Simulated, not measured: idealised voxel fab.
process module | voxel released beams
cross-section cut | 280 nm wide | cells 5 nm
A cross-section is a grid of square cells, given in bands from the top down. A band is one or more rows of cells.
Each band's line starts with the height of the band's top and of its bottom, in nm. Then come its materials from left to right, each with its width in nm. One material with "throughout" fills the band from edge to edge. "air" is empty space.
Height 0 is the level under which the wafer as received is all one material. The lowest band goes on downwards, as in "0 down".
A width such as "30 to 40" changes by the same amount from each row of cells to the next, from the band's top row to its bottom row.
"no change" after a step means that no cell of the cross-section changed.
closed voids: empty space of 8 cells or more with no open way to the top, each as width x height at its distance from the left edge, in nm
after a step's settings: what the simulator itself notes on the step
overlay nm, on a step with a mask: how far to the right of its planned place the mask lay; to the left if negative
plan
1 op RECEIVE | material Si
2 op CONFORMAL_DEP | material Al2O3 | thk nm 10
3 op DIRECTIONAL_DEP | material SiO2 | thk nm 20
4 op PATTERN | tone open | mask id ANCHOR | material resist | width nm 25 | thk nm 20 | overlay nm 0
5 op DIRECTIONAL_ETCH | etch materials SiO2 | depth nm 20
6 op STRIP | etch materials resist
7 op CONFORMAL_DEP | material SiN | thk nm 10
8 op DIRECTIONAL_DEP | material aC | thk nm 10
9 op PATTERN | tone cover | mask id BEAM | material resist | width nm 70 | thk nm 30 | overlay nm 0
10 op DIRECTIONAL_ETCH | etch materials aC | depth nm 10
11 op STRIP | etch materials resist
12 op DIRECTIONAL_ETCH | etch materials SiN | depth nm 10
13 op STRIP | etch materials aC
14 op STRIP | etch materials SiO2
first wafer, as planned
as received, after step 1
  0 down: Si throughout
  closed voids: none
after step 2
  10 to 0: Al2O3 throughout
  below 0: unchanged
after step 3
  30 to 10: SiO2 throughout
  below 10: unchanged
after step 4
  50 to 30: resist 105 | air 25 | resist 150
  below 30: unchanged
after step 5
  50 to 30: resist 105 | air 25 | resist 150
  30 to 10: SiO2 105 | air 25 | SiO2 150
  below 10: unchanged
after step 6
  30 to 10: SiO2 105 | air 25 | SiO2 150
  below 10: unchanged
after step 7
  40 to 30: SiN 115 | air 5 | SiN 160
  30 to 20: SiO2 105 | SiN 10 | air 5 | SiN 10 | SiO2 150
  20 to 10: SiO2 105 | SiN 25 | SiO2 150
  below 10: unchanged
after step 8
  50 to 40: aC 115 | air 5 | aC 160
  40 to 30: SiN 115 | air 5 | SiN 160
  30 to 20: SiO2 105 | SiN 10 | aC 5 | SiN 10 | SiO2 150
  below 20: unchanged
after step 9
  80 to 50: air 100 | resist 70 | air 110
  50 to 40: aC 115 | resist 5 | aC 160
  40 to 30: SiN 115 | resist 5 | SiN 160
  below 30: unchanged
after step 10
  70 to 50: air 100 | resist 70 | air 110
  50 to 40: air 100 | aC 15 | resist 5 | aC 50 | air 110
  below 40: unchanged
after step 11
  50 to 40: air 100 | aC 15 | air 5 | aC 50 | air 110
  40 to 30: SiN 115 | air 5 | SiN 160
  below 30: unchanged
after step 12
  50 to 40: air 100 | aC 15 | air 5 | aC 50 | air 110
  40 to 30: air 100 | SiN 15 | air 5 | SiN 50 | air 110
  below 30: unchanged
after step 13
  40 to 30: air 100 | SiN 15 | air 5 | SiN 50 | air 110
  30 to 20: SiO2 105 | SiN 10 | air 5 | SiN 10 | SiO2 150
  below 20: unchanged
after step 14
  40 to 30: air 100 | SiN 15 | air 5 | SiN 50 | air 110
  30 to 20: air 105 | SiN 10 | air 5 | SiN 10 | air 150
  20 to 10: air 105 | SiN 25 | air 150
  below 10: unchanged
second wafer: like start, like plan, one mistake. Through step 2 it matches the first wafer
when step 3 should have ended
  30 to 10: SiN throughout
  below 10: unchanged
when step 4 should have ended
  50 to 30: resist 105 | air 25 | resist 150
  below 30: unchanged
when step 5 should have ended: no change
when step 6 should have ended
  30 to 10: SiN throughout
  below 10: unchanged
when step 7 should have ended
  40 to 10: SiN throughout
  below 10: unchanged
when step 8 should have ended
  50 to 40: aC throughout
  below 40: unchanged
when step 9 should have ended
  80 to 50: air 100 | resist 70 | air 110
  below 50: unchanged
when step 10 should have ended
  70 to 50: air 100 | resist 70 | air 110
  50 to 40: air 100 | aC 70 | air 110
  below 40: unchanged
when step 11 should have ended
  50 to 40: air 100 | aC 70 | air 110
  below 40: unchanged
when step 12 should have ended
  50 to 40: air 100 | aC 70 | air 110
  40 to 30: air 100 | SiN 70 | air 110
  below 30: unchanged
when step 13 should have ended
  40 to 30: air 100 | SiN 70 | air 110
  below 30: unchanged
when step 14 should have ended: no change
what went wrong: step 3 ran as: op DIRECTIONAL_DEP | material SiN | thk nm 20
at the end the second wafer has, in cells: 208 more of SiN
